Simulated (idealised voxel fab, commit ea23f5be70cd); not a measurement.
voxel released beams: a process module
Square cell edge 5 nm, section width 295 nm, ID cut.
In this document a cross-section is written as a grid of square cells. It is given as a series of bands, listed from the top down, and a band is one or more rows of cells.
Band entry format. Leading values: height of top, height of bottom, nm. Remainder: materials in left-to-right order, each with its width in nm. Special words: "everywhere" on a single material, which then fills the band edge to edge; "blank", empty space.
Heads up on the height convention: 0 is the point under which the incoming wafer is all one material, and the lowest band has no bottom, it just keeps going down, like "0 and below".
Graded width ("30..40"): value in top row of band = first number; value in bottom row = second number; row-to-row change constant.
Where the words "all unchanged" appear for a step, the cross-section shows no cell changed by that step; every cell remained as before.
Voids not open to the top, 8 cells minimum: see "Sealed internal voids". Written width x height at distance; distance is from the left edge; nm.
Formally, on a step line, whatever follows the settings is a remark that the simulator itself makes on the step.
If you see "overlay nm" on a step's line and that step has a mask, it's telling you how far right of where it was planned the mask ended up; a negative number means it went left instead.
So here's the lineup of process steps we planned
step 1: RECEIVE, material Si
step 2: CONFORMAL_DEP, material Al2O3, thk nm 10
step 3: DIRECTIONAL_DEP, material SiO2, thk nm 20
step 4: MASKED_ETCH, tone open, mask id ANCHOR, width nm 35, etch materials SiO2, depth nm 20, overlay nm 0
step 5: CONFORMAL_DEP, material W, thk nm 10
step 6: DIRECTIONAL_DEP, material aC, thk nm 15
step 7: PATTERN, tone cover, mask id BEAM, material resist, width nm 115, thk nm 35, overlay nm 0
step 8: DIRECTIONAL_ETCH, etch materials aC, depth nm 15
step 9: STRIP, etch materials resist
step 10: DIRECTIONAL_ETCH, etch materials W, depth nm 10
step 11: STRIP, etch materials aC
step 12: STRIP, etch materials SiO2
Received-state cross-section, reflecting completion of step 1
    0 and below = Si everywhere
    Sealed internal voids: none
Module complete, cross-section. Starting point and plan per above. One mistake made in running the module
    20 down to 10 = 85 nm blank / 115 nm W / 95 nm blank
    10 down to 0 = Al2O3 everywhere
    0 and below = Si everywhere
    Sealed internal voids: none
what went wrong: step 3 of the plan was bypassed and not carried out
